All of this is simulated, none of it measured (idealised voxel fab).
voxel capacitor over wiring: a process module
Each square cell in cross-section cut measures 5 nm, and the section as a whole is 265 nm wide.
Cross-section layout: square cells on a grid; listed as bands, top to bottom; a band spans one or more cell rows. Read a band's entry like this: the first values are the height of its top and the height of its bottom in nm, and what follows is the sequence of materials from left to right, each with its width in nm. Note that "air" is empty space, and that a single material marked "edge to edge" reaches across the band from edge to edge. The level at which height equals 0 is the one under which the wafer, as it arrives, is entirely one material. No lower edge exists for the bottom band, which continues downward and is notated as in "z 0 and below". When a width is written as two numbers, as in "30->40", the first number is the width in the top row of cells of the band and the second is the width in its bottom row, and the width changes by the same amount from each row to the next. "no modification" -> step changed no cross-section cell. In "Closed internal cavities" the enclosed voids are listed, meaning empty spaces of 8 cells or larger without any opening to the top. The form is width x height at distance, distance from the left edge, units nm. Formally, on a step line, whatever follows the settings is a remark that the simulator itself makes on the step. "overlay nm" denotes, for a step that has a mask, the displacement of the mask to the right of its planned place, with negative values corresponding to the left.

### The planned process steps are enumerated hereunder
- 1: RECEIVE (material Si)
- 2: CONFORMAL_DEP (material SiO2; thk nm 10)
- 3: DIRECTIONAL_DEP (material TiN; thk nm 5)
- 4: DIRECTIONAL_DEP (material Ru; thk nm 15)
- 5: MASKED_ETCH (tone cover; mask id METAL_1; width nm 20; pitch nm 70; etch materials Ru; depth nm 15; overlay nm 0)
- 6: MASKED_ETCH (tone cover; mask id METAL_1; width nm 20; pitch nm 70; etch materials TiN; depth nm 5; overlay nm 0)
- 7: CONFORMAL_DEP (material SiCN; thk nm 5)
- 8: FILL_DEP (material lowk; thk nm 10)
- 9: CMP (height nm 30)
- 10: CONFORMAL_DEP (material SiCN; thk nm 5)
- 11: DIRECTIONAL_DEP (material lowk; thk nm 20)
- 12: PATTERN (tone open; mask id PLUG_1; material resist; width nm 15; thk nm 15; overlay nm 0)
- 13: DIRECTIONAL_ETCH (etch materials lowk; depth nm 20)
- 14: DIRECTIONAL_ETCH (etch materials SiCN; depth nm 5)
- 15: STRIP (etch materials resist)
- 16: CONFORMAL_DEP (material TiN; thk nm 5)
- 17: FILL_DEP (material Cu; thk nm 10)
- 18: CMP (height nm 55)
- 19: DIRECTIONAL_DEP (material TiN; thk nm 5)
- 20: DIRECTIONAL_DEP (material HfO2; thk nm 5)
- 21: DIRECTIONAL_DEP (material TiN; thk nm 5)
- 22: PATTERN (tone cover; mask id UPPER_PLATE; material resist; width nm 55; thk nm 20; overlay nm 0)
- 23: DIRECTIONAL_ETCH (etch materials TiN; depth nm 5)
- 24: DIRECTIONAL_ETCH (etch materials HfO2; depth nm 5)
- 25: STRIP (etch materials resist)
- 26: MASKED_ETCH (tone cover; mask id LOWER_PLATE; width nm 65; etch materials TiN; depth nm 5; overlay nm 0)
- 27: FILL_DEP (material SiO2; thk nm 15)
- 28: CMP (height nm 80)
- 29: PATTERN (tone open; mask id PLUG_2; material resist; width nm 15; thk nm 20; overlay nm 0)
- 30: DIRECTIONAL_ETCH (etch materials SiO2; depth nm 10)
- 31: STRIP (etch materials resist)
- 32: CONFORMAL_DEP (material TiN; thk nm 5)
- 33: FILL_DEP (material Cu; thk nm 10)
- 34: CMP (height nm 80)
- 35: CONFORMAL_DEP (material SiN; thk nm 5)

### Wafer cross-section on receipt, i.e. after step 1
z 0 and below  Si edge to edge
Closed internal cavities: none

### Cross-sectional result after module completion. Note: starting condition and plan are unchanged from above; one processing mistake was made
z 85 to 80  SiN edge to edge
z 80 to 75  100 nm SiO2 | 5 nm TiN | 5 nm Cu | 5 nm TiN | 150 nm SiO2
z 75 to 65  100->90 nm SiO2 | 15->55 nm TiN | 150->120 nm SiO2
z 65 to 60  90 nm SiO2 | 55 nm HfO2 | 120 nm SiO2
z 60 to 55  85 nm SiO2 | 65 nm TiN | 115 nm SiO2
z 55 to 35  85 nm Cu | 5 nm TiN | 15 nm lowk | 5 nm TiN | 155 nm Cu
z 35 to 30  90 nm TiN | 15 nm SiCN | 160 nm TiN
z 30 to 15  80 nm lowk | 5 nm SiCN | 20 nm Ru | 5 nm SiCN | 40 nm lowk | 5 nm SiCN | 20 nm Ru | 5 nm SiCN | 85 nm lowk
z 15 to 10  85 nm SiCN | 20 nm TiN | 50 nm SiCN | 20 nm TiN | 90 nm SiCN
z 10 to 0  SiO2 edge to edge
z 0 and below  Si edge to edge
Closed internal cavities: none
In executing the process, a mistake was made relative to the plan: step 12 off recipe, ran as PATTERN (tone cover; mask id PLUG_1; material resist; width nm 15; thk nm 15; overlay nm 0)
